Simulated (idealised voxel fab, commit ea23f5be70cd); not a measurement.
The document below concerns the process module designated voxel tone inversion.
265 nm wide, 5 nm square cells: that's cross-section cut.
Bands, listed from the top down, are how a cross-section gets written in this document; the cross-section itself is a grid of square cells, and a band is one or more rows of them. First you get the band's top height and its bottom height, in nm, and then the materials it's made of, left to right, with each width in nm. If you see a single material with "edge to edge", that one covers the band edge to edge. "empty" is empty space. Heights are expressed relative to 0, this being the level below which the as-received wafer comprises one material exclusively. The lowest band is unbounded in the downward direction and is denoted as in "0 and below". Top row gets the first number, bottom row gets the second, and each row in between changes by the same step: that is how a band width like "30 to 40" works. Any step labelled "nothing got changed" changed none of the cells in the cross-section. Empty spaces counting at least 8 cells and having no open way to the top are listed in "Voids, fully enclosed". The notation width x height at distance is used for each, the distance being from the left edge and all three values in nm. Read whatever lies past the settings on a step's line as the simulator's own remark about the step. "overlay nm" on a masked step: distance the mask lay right of its planned place, negative for left.
So here's the lineup of process steps we planned
step 1: RECEIVE with material Si
step 2: CONFORMAL_DEP with material SiCN, thk nm 10
step 3: DIRECTIONAL_DEP with material polySi, thk nm 25
step 4: PATTERN with tone cover, mask id POSTS, material resist, width nm 25, pitch nm 40, thk nm 35, overlay nm 0
step 5: DIRECTIONAL_ETCH with etch materials polySi, depth nm 25
step 6: STRIP with etch materials resist
step 7: FILL_DEP with material SiO2, thk nm 10
step 8: CMP with height nm 35
step 9: STRIP with etch materials polySi
Cross-section of the incoming wafer, state after step 1
* 0 and below  Si edge to edge
* Voids, fully enclosed: none
First of two wafers at the end of the module, shown in cross-section; run carried out as planned
* 35 down to 10  SiO2: 80 / empty: 25 / SiO2: 15 / empty: 25 / SiO2: 15 / empty: 25 / SiO2: 80
* 10 down to 0  SiCN edge to edge
* 0 and below  Si edge to edge
* Voids, fully enclosed: none
What the second wafer looks like in cross-section once the module is done. Its start and its plan matched the first wafer's exactly; what differed was one mistake in how it was run
* 40 down to 35  SiO2 edge to edge
* 35 down to 10  SiO2: 80 / polySi: 25 / SiO2: 15 / polySi: 25 / SiO2: 15 / polySi: 25 / SiO2: 80
* 10 down to 0  SiCN edge to edge
* 0 and below  Si edge to edge
* Voids, fully enclosed: none
Run error: step 8 ran as: CMP with height nm 40
End of process, cell counts, second wafer against first, materials with more or fewer: 53 more of SiO2 | 75 more of polySi
